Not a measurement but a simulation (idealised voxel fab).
The process module presented herein is designated voxel capacitor over wiring.
Section cut is 205 nm wide and gridded with 5 nm square cells.
We lay out every cross-section as a grid of square cells and spell it out in bands from the top down, where one band means one or more rows of cells.
In this notation a band is specified by the heights of its top and bottom, in that order and in nm, after which its materials appear from left to right, each paired with its width in nm. The word "everywhere" attached to a single material means that material fills the band from edge to edge; the word "blank" stands for empty space.
Heights are expressed relative to 0, this being the level below which the as-received wafer comprises one material exclusively. The lowest band is unbounded in the downward direction and is denoted as in "0 and below".
You'd read "30..40" like this: the band's top row of cells is as wide as the first number, its bottom row is as wide as the second, and going down, every row changes width by the same amount as the row before did.
The designation "same as before", where it is given for a processing step, indicates that no cell of the cross-section was altered in the course of that step.
Under "Internal closed voids" you'll find the enclosed gaps, the ones with no way out to the top, that are 8 cells or bigger; each reads width x height at distance, with distance counted from the left edge, everything in nm.
If you see something after the settings on a step's line, that's the simulator's own remark about that step.
overlay nm: for a step with a mask, the amount by which the mask lay right of where it was planned; a negative amount means left of it.

Set out below are the planned steps of the process
step 1: RECEIVE with material Si
step 2: CONFORMAL_DEP with material SiO2, thk nm 15
step 3: DIRECTIONAL_DEP with material TiN, thk nm 5
step 4: DIRECTIONAL_DEP with material Ru, thk nm 20
step 5: PATTERN with tone cover, mask id METAL_1, material resist, width nm 25, pitch nm 90, thk nm 20, overlay nm 0
step 6: DIRECTIONAL_ETCH with etch materials Ru, depth nm 20
step 7: DIRECTIONAL_ETCH with etch materials TiN, depth nm 5
step 8: STRIP with etch materials resist
step 9: CONFORMAL_DEP with material SiCN, thk nm 5
step 10: FILL_DEP with material lowk, thk nm 5
step 11: CMP with height nm 40
step 12: CONFORMAL_DEP with material SiCN, thk nm 5
step 13: DIRECTIONAL_DEP with material SiO2, thk nm 10
step 14: PATTERN with tone open, mask id PLUG_1, material resist, width nm 15, thk nm 20, overlay nm 0
step 15: DIRECTIONAL_ETCH with etch materials SiO2, depth nm 10
step 16: DIRECTIONAL_ETCH with etch materials SiCN, depth nm 5
step 17: STRIP with etch materials resist
step 18: EPI with material Ru, thk nm 10
step 19: EPI with material Ru, thk nm 5
step 20: DIRECTIONAL_DEP with material TiN, thk nm 10
step 21: DIRECTIONAL_DEP with material Al2O3, thk nm 5
step 22: DIRECTIONAL_DEP with material TiN, thk nm 10
step 23: PATTERN with tone cover, mask id UPPER_PLATE, material resist, width nm 70, thk nm 15, overlay nm 0
step 24: DIRECTIONAL_ETCH with etch materials TiN, depth nm 10
step 25: DIRECTIONAL_ETCH with etch materials Al2O3, depth nm 5
step 26: STRIP with etch materials resist
step 27: PATTERN with tone cover, mask id LOWER_PLATE, material resist, width nm 80, thk nm 20, overlay nm 0
step 28: DIRECTIONAL_ETCH with etch materials TiN, depth nm 10
step 29: STRIP with etch materials resist
step 30: FILL_DEP with material SiO2, thk nm 20
step 31: CMP with height nm 95
step 32: DIRECTIONAL_DEP with material aC, thk nm 15
step 33: PATTERN with tone open, mask id PLUG_2, material resist, width nm 15, thk nm 30, overlay nm 0
step 34: DIRECTIONAL_ETCH with etch materials aC, depth nm 15
step 35: STRIP with etch materials resist
step 36: DIRECTIONAL_ETCH with etch materials SiO2, depth nm 15
step 37: STRIP with etch materials aC
step 38: CONFORMAL_DEP with material TiN, thk nm 5
step 39: FILL_DEP with material W, thk nm 10
step 40: CMP with height nm 95
step 41: CONFORMAL_DEP with material SiCN, thk nm 5

Cross-section, incoming material, after step 1
- 0 and below: Si everywhere
- Internal closed voids: none

The module was run from the start shown above using the plan shown above, but one mistake was made doing it; the resulting wafer cross-section is below
- 100 down to 95: SiCN everywhere
- 95 down to 85: 65 of SiO2, then 5 of TiN, then 5 of W, then 5 of TiN, then 125 of SiO2
- 85 down to 80: 65 of SiO2, then 15 of TiN, then 125 of SiO2
- 80 down to 70: 70 of SiO2, then 55 of TiN, then 80 of SiO2
- 70 down to 65: 70 of SiO2, then 55 of Al2O3, then 80 of SiO2
- 65 down to 55: 50 of SiO2, then 80 of TiN, then 75 of SiO2
- 55 down to 50: 55 of SiO2, then 15 of Al2O3, then 135 of SiO2
- 50 down to 45: 55 of SiO2, then 15 of TiN, then 135 of SiO2
- 45 down to 40: 55 of SiCN, then 15 of TiN, then 135 of SiCN
- 40 down to 20: 45 of Ru, then 5 of SiCN, then 15 of lowk, then 5 of SiCN, then 65 of Ru, then 5 of SiCN, then 15 of lowk, then 5 of SiCN, then 45 of Ru
- 20 down to 15: 45 of TiN, then 25 of SiCN, then 65 of TiN, then 25 of SiCN, then 45 of TiN
- 15 down to 0: SiO2 everywhere
- 0 and below: Si everywhere
- Internal closed voids: none
Here's what went sideways: step 5 ran differently from the plan; actual operation with settings: PATTERN with tone open, mask id METAL_1, material resist, width nm 25, pitch nm 90, thk nm 20, overlay nm 0
